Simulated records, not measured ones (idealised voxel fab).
process module | voxel gate over fins
cross-section cut | 250 nm wide | cells 5 nm
A cross-section is a grid of square cells, given in bands from the top down. A band is one or more rows of cells.
Each band's line starts with the height of the band's top and of its bottom, in nm. Then come its materials from left to right, each with its width in nm. One material with "throughout" fills the band from edge to edge. "air" is empty space.
Height 0 is the level under which the wafer as received is all one material. The lowest band goes on downwards, as in "0 down".
A width such as "30 to 40" changes by the same amount from each row of cells to the next, from the band's top row to its bottom row.
"no change" after a step means that no cell of the cross-section changed.
closed voids: empty space of 8 cells or more with no open way to the top, each as width x height at its distance from the left edge, in nm
after a step's settings: what the simulator itself notes on the step
overlay nm, on a step with a mask: how far to the right of its planned place the mask lay; to the left if negative
plan
1 op RECEIVE | material Si
2 op CONFORMAL_DEP | material SiN | thk nm 10
3 op DIRECTIONAL_DEP | material aC | thk nm 15
4 op PATTERN | tone cover | mask id FINS | material resist | width nm 15 | pitch nm 55 | thk nm 35 | overlay nm 0
5 op DIRECTIONAL_ETCH | etch materials aC | depth nm 15
6 op STRIP | etch materials resist
7 op DIRECTIONAL_ETCH | etch materials SiN | depth nm 10
8 op DIRECTIONAL_ETCH | etch materials Si | depth nm 30
9 op STRIP | etch materials aC
10 op OXIDIZE | depth nm 5
11 op FILL_DEP | material SiO2 | thk nm 10
12 op CMP | height nm 10
13 op DIRECTIONAL_DEP | material aC | thk nm 15
14 op PATTERN | tone open | mask id RAIL | material resist | width nm 15 | thk nm 30 | overlay nm 0
15 op DIRECTIONAL_ETCH | etch materials aC | depth nm 15
16 op STRIP | etch materials resist
17 op DIRECTIONAL_ETCH | etch materials SiO2 | depth nm 35
18 op STRIP | etch materials aC
19 op CONFORMAL_DEP | material TiN | thk nm 5
20 op FILL_DEP | material Ru | thk nm 5
21 op CMP | height nm 10
22 op SELECTIVE_ETCH | etch materials W Ru TiN | depth nm 30
23 op FILL_DEP | material SiO2 | thk nm 5
24 op CMP | height nm 10
25 op SELECTIVE_ETCH | etch materials SiO2 | depth nm 20
26 op STRIP | etch materials SiN
27 op CONFORMAL_DEP | material HfO2 | thk nm 5
28 op CONFORMAL_DEP | material TiN | thk nm 5
29 op FILL_DEP | material W | thk nm 15
30 op CMP | height nm 20
31 op CONFORMAL_DEP | material SiN | thk nm 10
as received, after step 1
  0 down: Si throughout
  closed voids: none
a wafer at the end: this start, this plan, one mistake
  30 to 20: SiN throughout
  20 to 10: W throughout
  10 to 5: W 85 | TiN 25 | W 30 | TiN 25 | W 85
  5 to 0: W 85 | TiN 5 | HfO2 15 | TiN 5 | W 30 | TiN 5 | HfO2 15 | TiN 5 | W 85
  0 to -5: TiN 90 | HfO2 5 | Si 5 | HfO2 5 | TiN 40 | HfO2 5 | Si 5 | HfO2 5 | TiN 90
  -5 to -10: HfO2 95 | Si 5 | HfO2 50 | Si 5 | HfO2 95
  -10 to -20: SiO2 95 | Si 5 | SiO2 50 | Si 5 | SiO2 95
  -20 to -25: SiO2 95 | Si 5 | SiO2 15 | TiN 15 | SiO2 20 | Si 5 | SiO2 95
  -25 to -65: SiO2 95 | Si 5 | SiO2 50 | Si 5 | SiO2 95
  -65 down: Si throughout
  closed voids: none
what went wrong: step 8 was run twice
